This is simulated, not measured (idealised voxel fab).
A process module follows: voxel self aligned contacts.
Displayed cross-section: cut, width of 225 nm, square cells sized 5 nm.
Bands, listed from the top down, are how a cross-section gets written in this document; the cross-section itself is a grid of square cells, and a band is one or more rows of them.
For a band, the entry starts with two heights in nm, that of the top and then that of the bottom, and carries on with the band's materials in order from left to right, each alongside its width in nm; the word "edge to edge" beside a single material means it fills the band edge to edge, and "air" means empty space.
Measure heights from 0. That's the level where, below it, the as-received wafer is all one material. The lowest band is bottomless and extends downward; write it as in "z 0 and below".
When a width is written as two numbers, as in "30->40", the first number is the width in the top row of cells of the band and the second is the width in its bottom row, and the width changes by the same amount from each row to the next.
Reading "nothing got changed" for a step: not a cell of the cross-section changed in it.
So "Unvented cavities" is basically the list of trapped voids: any empty space of 8 cells or more that can't reach the top through an opening. They're written width x height at distance, the distance being from the left edge, and it's all nm.
It should be noted that, on the line of a given step, the content following the step's settings is a remark produced by the simulator itself with respect to that step.
On any step carrying a mask, the "overlay nm" setting, if present on the step's line, tells how far right of its planned place the mask lay; negative values point to the left.

### The process steps that were planned are listed below
1. RECEIVE,material Si
2. CONFORMAL_DEP,material SiO2,thk nm 5
3. DIRECTIONAL_DEP,material polySi,thk nm 30
4. DIRECTIONAL_DEP,material SiN,thk nm 20
5. PATTERN,tone cover,mask id GATE,material resist,width nm 25,pitch nm 60,thk nm 20,overlay nm 0
6. DIRECTIONAL_ETCH,etch materials SiN,depth nm 20
7. DIRECTIONAL_ETCH,etch materials polySi,depth nm 30
8. STRIP,etch materials resist
9. CONFORMAL_DEP,material SiN,thk nm 5
10. DIRECTIONAL_ETCH,etch materials SiN,depth nm 5
11. FILL_DEP,material SiO2,thk nm 15
12. CMP,height nm 60
13. MASKED_ETCH,tone open,mask id CONTACT,width nm 45,etch materials SiO2,depth nm 60,overlay nm 0
14. CONFORMAL_DEP,material TiN,thk nm 5
15. FILL_DEP,material Ru,thk nm 10
16. CMP,height nm 60
17. CONFORMAL_DEP,material SiCN,thk nm 5

### Wafer, first of two, run as planned

### Incoming wafer, cross-sectional view, post step 1
> z 0 and below: Si edge to edge
> Unvented cavities: none

### Presented here is a cross-section of the wafer after step 2 has been performed
> z 5 to 0: SiO2 edge to edge
> Unchanged below 0.

### Presented here is a cross-section of the wafer after step 3 has been performed
> z 35 to 5: polySi edge to edge
> Unchanged below 5.

### Presented here is a cross-section of the wafer after step 4 has been performed
> z 55 to 35: SiN edge to edge
> Unchanged below 35.

### Presented here is a cross-section of the wafer after step 5 has been performed
> z 75 to 55: 70 air, then 25 resist, then 35 air, then 25 resist, then 70 air
> Unchanged below 55.

### Presented here is a cross-section of the wafer after step 6 has been performed
> z 75 to 55: 70 air, then 25 resist, then 35 air, then 25 resist, then 70 air
> z 55 to 35: 70 air, then 25 SiN, then 35 air, then 25 SiN, then 70 air
> Unchanged below 35.

### Presented here is a cross-section of the wafer after step 7 has been performed
> z 75 to 55: 70 air, then 25 resist, then 35 air, then 25 resist, then 70 air
> z 55 to 35: 70 air, then 25 SiN, then 35 air, then 25 SiN, then 70 air
> z 35 to 5: 70 air, then 25 polySi, then 35 air, then 25 polySi, then 70 air
> Unchanged below 5.

### Presented here is a cross-section of the wafer after step 8 has been performed
> z 55 to 35: 70 air, then 25 SiN, then 35 air, then 25 SiN, then 70 air
> Unchanged below 35.

### Presented here is a cross-section of the wafer after step 9 has been performed
> z 60 to 35: 65 air, then 35 SiN, then 25 air, then 35 SiN, then 65 air
> z 35 to 10: 65 air, then 5 SiN, then 25 polySi, then 5 SiN, then 25 air, then 5 SiN, then 25 polySi, then 5 SiN, then 65 air
> z 10 to 5: 70 SiN, then 25 polySi, then 35 SiN, then 25 polySi, then 70 SiN
> Unchanged below 5.

### Presented here is a cross-section of the wafer after step 10 has been performed
> z 55 to 35: 65 air, then 35 SiN, then 25 air, then 35 SiN, then 65 air
> z 35 to 5: 65 air, then 5 SiN, then 25 polySi, then 5 SiN, then 25 air, then 5 SiN, then 25 polySi, then 5 SiN, then 65 air
> Unchanged below 5.

### Presented here is a cross-section of the wafer after step 11 has been performed
> z 70 to 55: SiO2 edge to edge
> z 55 to 35: 65 SiO2, then 35 SiN, then 25 SiO2, then 35 SiN, then 65 SiO2
> z 35 to 5: 65 SiO2, then 5 SiN, then 25 polySi, then 5 SiN, then 25 SiO2, then 5 SiN, then 25 polySi, then 5 SiN, then 65 SiO2
> Unchanged below 5.

### Presented here is a cross-section of the wafer after step 12 has been performed
> z 60 to 55: SiO2 edge to edge
> Unchanged below 55.

### Presented here is a cross-section of the wafer after step 13 has been performed
> z 60 to 55: 90 SiO2, then 45 air, then 90 SiO2
> z 55 to 35: 65 SiO2, then 35 SiN, then 25 air, then 35 SiN, then 65 SiO2
> z 35 to 5: 65 SiO2, then 5 SiN, then 25 polySi, then 5 SiN, then 25 air, then 5 SiN, then 25 polySi, then 5 SiN, then 65 SiO2
> z 5 to 0: 100 SiO2, then 25 air, then 100 SiO2
> Unchanged below 0.

### Presented here is a cross-section of the wafer after step 14 has been performed
> z 65 to 60: 95 TiN, then 35 air, then 95 TiN
> z 60 to 55: 90 SiO2, then 15 TiN, then 15 air, then 15 TiN, then 90 SiO2
> z 55 to 35: 65 SiO2, then 35 SiN, then 5 TiN, then 15 air, then 5 TiN, then 35 SiN, then 65 SiO2
> z 35 to 5: 65 SiO2, then 5 SiN, then 25 polySi, then 5 SiN, then 5 TiN, then 15 air, then 5 TiN, then 5 SiN, then 25 polySi, then 5 SiN, then 65 SiO2
> z 5 to 0: 100 SiO2, then 25 TiN, then 100 SiO2
> Unchanged below 0.

### Presented here is a cross-section of the wafer after step 15 has been performed
> z 75 to 65: Ru edge to edge
> z 65 to 60: 95 TiN, then 35 Ru, then 95 TiN
> z 60 to 55: 90 SiO2, then 15 TiN, then 15 Ru, then 15 TiN, then 90 SiO2
> z 55 to 35: 65 SiO2, then 35 SiN, then 5 TiN, then 15 Ru, then 5 TiN, then 35 SiN, then 65 SiO2
> z 35 to 5: 65 SiO2, then 5 SiN, then 25 polySi, then 5 SiN, then 5 TiN, then 15 Ru, then 5 TiN, then 5 SiN, then 25 polySi, then 5 SiN, then 65 SiO2
> Unchanged below 5.

### Presented here is a cross-section of the wafer after step 16 has been performed
> z 60 to 55: 90 SiO2, then 15 TiN, then 15 Ru, then 15 TiN, then 90 SiO2
> Unchanged below 55.

### Presented here is a cross-section of the wafer after step 17 has been performed
> z 65 to 60: SiCN edge to edge
> Unchanged below 60.

### Second wafer, same starting conditions and recipe as the first, one mistake in executing it, nothing differs from the first up to and including step 12

### The second wafer in cross-section, at the planned close of step 13
> z 60 to 55: 90 air, then 45 SiO2, then 90 air
> z 55 to 35: 65 air, then 35 SiN, then 25 SiO2, then 35 SiN, then 65 air
> z 35 to 5: 65 air, then 5 SiN, then 25 polySi, then 5 SiN, then 25 SiO2, then 5 SiN, then 25 polySi, then 5 SiN, then 65 air
> z 5 to 0: 65 air, then 95 SiO2, then 65 air
> Unchanged below 0.

### The second wafer in cross-section, at the planned close of step 14
> z 65 to 60: 85 air, then 55 TiN, then 85 air
> z 60 to 55: 60 air, then 30 TiN, then 45 SiO2, then 30 TiN, then 60 air
> z 55 to 35: 60 air, then 5 TiN, then 35 SiN, then 25 SiO2, then 35 SiN, then 5 TiN, then 60 air
> z 35 to 5: 60 air, then 5 TiN, then 5 SiN, then 25 polySi, then 5 SiN, then 25 SiO2, then 5 SiN, then 25 polySi, then 5 SiN, then 5 TiN, then 60 air
> z 5 to 0: 65 TiN, then 95 SiO2, then 65 TiN
> Unchanged below 0.

### The second wafer in cross-section, at the planned close of step 15
> z 75 to 65: Ru edge to edge
> z 65 to 60: 85 Ru, then 55 TiN, then 85 Ru
> z 60 to 55: 60 Ru, then 30 TiN, then 45 SiO2, then 30 TiN, then 60 Ru
> z 55 to 35: 60 Ru, then 5 TiN, then 35 SiN, then 25 SiO2, then 35 SiN, then 5 TiN, then 60 Ru
> z 35 to 5: 60 Ru, then 5 TiN, then 5 SiN, then 25 polySi, then 5 SiN, then 25 SiO2, then 5 SiN, then 25 polySi, then 5 SiN, then 5 TiN, then 60 Ru
> Unchanged below 5.

### The second wafer in cross-section, at the planned close of step 16
> z 60 to 55: 60 Ru, then 30 TiN, then 45 SiO2, then 30 TiN, then 60 Ru
> Unchanged below 55.

### The second wafer in cross-section, at the planned close of step 17
> z 65 to 60: SiCN edge to edge
> Unchanged below 60.
The plan and the run diverged here: so step 13 ended up running with a different setting than we planned, it ran as MASKED_ETCH,tone cover,mask id CONTACT,width nm 45,etch materials SiO2,depth nm 60,overlay nm 0
At the finish, the second wafer shows more or fewer cells for some materials than the first does: Ru: 231 more, SiO2: 258 fewer, TiN: 27 more
